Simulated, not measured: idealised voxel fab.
Documented hereafter: the process module known as voxel local oxidation.
It is cross-section cut that appears here, measuring 175 nm in width, its square cells being 5 nm in size.
Just so we're on the same page, the cross-sections are grids of square cells, and they're listed out in bands top to bottom, each band one or more rows deep.
Quick guide to a band line: top height, bottom height (nm) up front; then every material left to right with its width in nm. Only one material and it's marked "full width"? Then it fills the band edge to edge. And "blank" just means empty space.
Note: height 0 marks the level under which the wafer is uniformly one material as received. Lowest band unbounded below, written "top 0, no bottom".
Top row gets the first number, bottom row gets the second, and each row in between changes by the same step: that is how a band width like "30..40" works.
Key: "left unchanged" - step with no changed cell in the cross-section.
Heads up: "Completely enclosed voids" only lists the empty pockets with no open path to the top that are 8 cells or more, and it writes them as width x height at distance, distance from the left edge, in nm.
after a step's settings: what the simulator itself notes on the step
overlay nm: mask offset rightward from planned place, masked step; negative means leftward offset.

[Process steps foreseen in the plan]
1) RECEIVE, material Si
2) OXIDIZE, depth nm 5
3) CONFORMAL_DEP, material SiN, thk nm 15
4) PATTERN, tone cover, mask id ACTIVE, material resist, width nm 105, thk nm 15, overlay nm 0
5) DIRECTIONAL_ETCH, etch materials SiN, depth nm 15
6) STRIP, etch materials resist
7) SELECTIVE_ETCH, etch materials SiO2, depth nm 5
8) OXIDIZE, depth nm 10
9) STRIP, etch materials SiN

[On the first of the two wafers: run conducted according to plan]

[Incoming wafer in cross-section (state: after step 1)]
* top 0, no bottom  Si full width
* Completely enclosed voids: none

[The wafer in cross-section once step 2 is complete]
* top 0, bottom -5  SiO2 full width
* Everything under -5 stays put, no change at all.

[The wafer in cross-section once step 3 is complete]
* top 15, bottom 0  SiN full width
* Everything under 0 stays put, no change at all.

[The wafer in cross-section once step 4 is complete]
* top 30, bottom 15  blank 35 nm / resist 105 nm / blank 35 nm
* Everything under 15 stays put, no change at all.

[The wafer in cross-section once step 5 is complete]
* top 30, bottom 15  blank 35 nm / resist 105 nm / blank 35 nm
* top 15, bottom 0  blank 35 nm / SiN 105 nm / blank 35 nm
* Everything under 0 stays put, no change at all.

[The wafer in cross-section once step 6 is complete]
* top 15, bottom 0  blank 35 nm / SiN 105 nm / blank 35 nm
* Everything under 0 stays put, no change at all.

[The wafer in cross-section once step 7 is complete]
* top 15, bottom 0  blank 35 nm / SiN 105 nm / blank 35 nm
* top 0, bottom -5  blank 40 nm / SiO2 95 nm / blank 40 nm
* Everything under -5 stays put, no change at all.

[The wafer in cross-section once step 8 is complete]
* top 15, bottom 0  blank 35 nm / SiN 105 nm / blank 35 nm
* top 0, bottom -5  blank 40 nm / SiO2 95 nm / blank 40 nm
* top -5, bottom -15  SiO2 50 nm / Si 75 nm / SiO2 50 nm
* Everything under -15 stays put, no change at all.

[The wafer in cross-section once step 9 is complete]
* top 0, bottom -5  blank 40 nm / SiO2 95 nm / blank 40 nm
* Everything under -5 stays put, no change at all.

[Second wafer, same starting conditions and recipe as the first, one mistake in executing it, nothing differs from the first up to and including step 2]

[Planned end of step 3: second wafer, cross-section]
* top 15, bottom -5  SiO2 full width
* Everything under -5 stays put, no change at all.

[Planned end of step 4: second wafer, cross-section]
* top 30, bottom 15  blank 35 nm / resist 105 nm / blank 35 nm
* Everything under 15 stays put, no change at all.

Planned end of step 5: second wafer, cross-section: left unchanged

[Planned end of step 6: second wafer, cross-section]
* top 15, bottom -5  SiO2 full width
* Everything under -5 stays put, no change at all.

[Planned end of step 7: second wafer, cross-section]
* top 10, bottom -5  SiO2 full width
* Everything under -5 stays put, no change at all.

Planned end of step 8: second wafer, cross-section: left unchanged

Planned end of step 9: second wafer, cross-section: left unchanged
Finding, execution versus plan: step 3 did not use the planned setting and instead ran as CONFORMAL_DEP, material SiO2, thk nm 15
Cell-count delta at end, second wafer over first, by material: Si: 40 more; SiO2: 46 more
